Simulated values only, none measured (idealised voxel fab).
This is a process module. Its name is voxel capacitor over wiring.
cross-section cut | 260 nm wide | cells 5 nm
Cross-section layout: square cells on a grid; listed as bands, top to bottom; a band spans one or more cell rows. Band entry format. Leading values: height of top, height of bottom, nm. Remainder: materials in left-to-right order, each with its width in nm. Special words: "full width" on a single material, which then fills the band edge to edge; "air", empty space. Heights are expressed relative to 0, this being the level below which the as-received wafer comprises one material exclusively. The lowest band is unbounded in the downward direction and is denoted as in "from 0 down". When a width is written as two numbers, as in "30->40", the first number is the width in the top row of cells of the band and the second is the width in its bottom row, and the width changes by the same amount from each row to the next. Where the words "no change occurred" appear for a step, the cross-section shows no cell changed by that step; every cell remained as before. Entry "Entrapped voids". Content: empty spaces with no open connection to the top, size 8 cells or greater. Each: width x height at distance. Distance: from left edge. Unit: nm. Note: text after step settings on the step line = simulator remark on that step. overlay nm: where the mask lay relative to plan, measured to the right, on steps with a mask; negatives go left.
# Below is the list of planned process steps
1,op RECEIVE | material Si
2,op CONFORMAL_DEP | material SiO2 | thk nm 15
3,op DIRECTIONAL_DEP | material TiN | thk nm 5
4,op DIRECTIONAL_DEP | material W | thk nm 25
5,op DIRECTIONAL_DEP | material aC | thk nm 10
6,op PATTERN | tone cover | mask id METAL_1 | material resist | width nm 20 | pitch nm 85 | thk nm 25 | overlay nm 0
7,op DIRECTIONAL_ETCH | etch materials aC | depth nm 10
8,op STRIP | etch materials resist
9,op DIRECTIONAL_ETCH | etch materials W | depth nm 25
10,op DIRECTIONAL_ETCH | etch materials TiN | depth nm 5
11,op STRIP | etch materials aC
12,op CONFORMAL_DEP | material SiN | thk nm 5
13,op FILL_DEP | material SiO2 | thk nm 5
14,op CMP | height nm 45
15,op CONFORMAL_DEP | material SiCN | thk nm 5
16,op DIRECTIONAL_DEP | material lowk | thk nm 10
17,op MASKED_ETCH | tone open | mask id PLUG_1 | width nm 15 | etch materials lowk | depth nm 10 | overlay nm 0
18,op MASKED_ETCH | tone open | mask id PLUG_1 | width nm 15 | etch materials SiCN | depth nm 5 | overlay nm 0
19,op CONFORMAL_DEP | material TiN | thk nm 5
20,op FILL_DEP | material Cu | thk nm 10
21,op CMP | height nm 60
22,op DIRECTIONAL_DEP | material TiN | thk nm 10
23,op DIRECTIONAL_DEP | material HfO2 | thk nm 5
24,op DIRECTIONAL_DEP | material TiN | thk nm 5
25,op DIRECTIONAL_DEP | material aC | thk nm 15
26,op PATTERN | tone cover | mask id UPPER_PLATE | material resist | width nm 70 | thk nm 35 | overlay nm 0
27,op DIRECTIONAL_ETCH | etch materials aC | depth nm 15
28,op STRIP | etch materials resist
29,op DIRECTIONAL_ETCH | etch materials TiN | depth nm 5
30,op DIRECTIONAL_ETCH | etch materials HfO2 | depth nm 5
31,op STRIP | etch materials aC
32,op MASKED_ETCH | tone cover | mask id LOWER_PLATE | width nm 80 | etch materials TiN | depth nm 10 | overlay nm 0
33,op FILL_DEP | material SiO2 | thk nm 20
34,op CMP | height nm 95
35,op PATTERN | tone open | mask id PLUG_2 | material resist | width nm 15 | thk nm 15 | overlay nm 0
36,op DIRECTIONAL_ETCH | etch materials SiO2 | depth nm 15
37,op STRIP | etch materials resist
38,op CONFORMAL_DEP | material TiN | thk nm 5
39,op FILL_DEP | material Cu | thk nm 5
40,op CMP | height nm 95
41,op CONFORMAL_DEP | material SiN | thk nm 5
# The cross-section here shows the wafer as received, i.e. in its state after step 1
- from 0 down = Si full width
- Entrapped voids: none
# Cross-section: first of two wafers, module finished, run according to plan
- from 100 to 95 = SiN full width
- from 95 to 85 = SiO2 90, then TiN 5, then Cu 5, then TiN 5, then SiO2 155
- from 85 to 75 = SiO2 90->80, then TiN 15->70, then SiO2 155->110
- from 75 to 70 = SiO2 80, then HfO2 70, then SiO2 110
- from 70 to 60 = SiO2 75, then TiN 80, then SiO2 105
- from 60 to 50 = lowk 80, then TiN 5, then Cu 5, then TiN 5, then lowk 165
- from 50 to 45 = SiCN 80, then TiN 15, then SiCN 165
- from 45 to 20 = SiO2 70, then SiN 5, then W 20, then SiN 5, then SiO2 55, then SiN 5, then W 20, then SiN 5, then SiO2 75
- from 20 to 15 = SiN 75, then TiN 20, then SiN 65, then TiN 20, then SiN 80
- from 15 to 0 = SiO2 full width
- from 0 down = Si full width
- Entrapped voids: none
# Cross-section, second wafer: same start as the first, same plan as the first, one mistake in running it; taken at the end of the module
- from 100 to 95 = SiN full width
- from 95 to 85 = SiO2 90, then TiN 5, then Cu 5, then TiN 5, then SiO2 155
- from 85 to 80 = SiO2 90, then TiN 15, then SiO2 155
- from 80 to 75 = SiO2 80, then HfO2 70, then SiO2 110
- from 75 to 65 = SiO2 75, then TiN 80, then SiO2 105
- from 65 to 60 = TiN full width
- from 60 to 50 = lowk 80, then TiN 5, then Cu 5, then TiN 5, then lowk 165
- from 50 to 45 = SiCN 80, then TiN 15, then SiCN 165
- from 45 to 20 = SiO2 70, then SiN 5, then W 20, then SiN 5, then SiO2 55, then SiN 5, then W 20, then SiN 5, then SiO2 75
- from 20 to 15 = SiN 75, then TiN 20, then SiN 65, then TiN 20, then SiN 80
- from 15 to 0 = SiO2 full width
- from 0 down = Si full width
- Entrapped voids: none
Processing error: the executed order of steps 23 and 24 is the reverse of that specified in the plan, each step having taken the other's position
Final tally in cells, some materials are higher or lower on the second wafer than on the first: -38 SiO2; +38 TiN
